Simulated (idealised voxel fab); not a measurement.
The name of this process module is voxel self aligned vias.
The width of the displayed cross-section, cut, is 195 nm; its cells are square, with a size of 5 nm.
Cross-section = grid of square cells, listed top down in bands; band = one or more rows. First you get the band's top height and its bottom height, in nm, and then the materials it's made of, left to right, with each width in nm. If you see a single material with "throughout", that one covers the band edge to edge. "empty" is empty space. Measure heights from 0. That's the level where, below it, the as-received wafer is all one material. The lowest band is bottomless and extends downward; write it as in "top 0, no bottom". A width such as "30..40" changes by the same amount from each row of cells to the next, from the band's top row to its bottom row. It should be understood that the words "no change", when stated for a given step, signify that the cross-section underwent no change in any of its cells during that step. In the "Enclosed void listing" entry, you get each enclosed empty space of 8 cells or more, one with no open way to the top, written width x height at distance, distance from the left edge, in nm. It should be noted that, on the line of a given step, the content following the step's settings is a remark produced by the simulator itself with respect to that step. overlay nm: how far to the right of its planned place the mask lay on this masked step (negative: to the left).
Plan:
1) RECEIVE (material Si)
2) CONFORMAL_DEP (material SiO2; thk nm 15)
3) CONFORMAL_DEP (material SiCN; thk nm 5)
4) DIRECTIONAL_DEP (material SiO2; thk nm 25)
5) MASKED_ETCH (tone open; mask id LINES; width nm 25; pitch nm 65; etch materials SiO2; depth nm 25; overlay nm 0)
6) CONFORMAL_DEP (material TiN; thk nm 5)
7) FILL_DEP (material Ru; thk nm 10)
8) CMP (height nm 45)
9) SELECTIVE_ETCH (etch materials W Ru TiN; depth nm 5)
10) FILL_DEP (material SiN; thk nm 5)
11) CMP (height nm 45)
12) DIRECTIONAL_DEP (material SiO2; thk nm 15)
13) DIRECTIONAL_DEP (material aC; thk nm 10)
14) PATTERN (tone open; mask id VIAS; material resist; width nm 35; thk nm 30; overlay nm 0)
15) DIRECTIONAL_ETCH (etch materials aC; depth nm 10)
16) STRIP (etch materials resist)
17) DIRECTIONAL_ETCH (etch materials SiO2; depth nm 15)
18) DIRECTIONAL_ETCH (etch materials SiN; depth nm 5)
19) STRIP (etch materials aC)
20) CONFORMAL_DEP (material TiN; thk nm 5)
21) FILL_DEP (material Ru; thk nm 10)
22) CMP (height nm 60)
23) CONFORMAL_DEP (material SiN; thk nm 5)
Wafer as received: cross-section following step 1:
  top 0, no bottom | Si throughout
  Enclosed void listing: none
Cross-section, first of two wafers, end of module, run as planned:
  top 65, bottom 60 | SiN throughout
  top 60, bottom 50 | SiO2 (45) | TiN (5) | Ru (25) | TiN (5) | SiO2 (115)
  top 50, bottom 45 | SiO2 (45) | TiN (10) | Ru (15) | TiN (10) | SiO2 (115)
  top 45, bottom 40 | SiO2 (50) | TiN (25) | SiO2 (40) | SiN (25) | SiO2 (55)
  top 40, bottom 25 | SiO2 (50) | TiN (5) | Ru (15) | TiN (5) | SiO2 (40) | TiN (5) | Ru (15) | TiN (5) | SiO2 (55)
  top 25, bottom 20 | SiO2 (50) | TiN (25) | SiO2 (40) | TiN (25) | SiO2 (55)
  top 20, bottom 15 | SiCN throughout
  top 15, bottom 0 | SiO2 throughout
  top 0, no bottom | Si throughout
  Enclosed void listing: none
Cross-section, second wafer: same start as the first, same plan as the first, one mistake in running it; taken at the end of the module:
  top 65, bottom 60 | SiN throughout
  top 60, bottom 50 | SiO2 (50) | TiN (5) | Ru (25) | TiN (5) | SiO2 (110)
  top 50, bottom 45 | SiO2 (50) | TiN (5) | Ru (15) | TiN (15) | SiO2 (110)
  top 45, bottom 40 | SiO2 (50) | TiN (25) | SiO2 (40) | SiN (25) | SiO2 (55)
  top 40, bottom 25 | SiO2 (50) | TiN (5) | Ru (15) | TiN (5) | SiO2 (40) | TiN (5) | Ru (15) | TiN (5) | SiO2 (55)
  top 25, bottom 20 | SiO2 (50) | TiN (25) | SiO2 (40) | TiN (25) | SiO2 (55)
  top 20, bottom 15 | SiCN throughout
  top 15, bottom 0 | SiO2 throughout
  top 0, no bottom | Si throughout
  Enclosed void listing: none
Where did the run depart from the plan? step 14 changed vs plan, executed as PATTERN (tone open; mask id VIAS; material resist; width nm 35; thk nm 30; overlay nm 5)
So at the finish, the second wafer's got exactly as many cells of each material as the first, just not in the same spots.
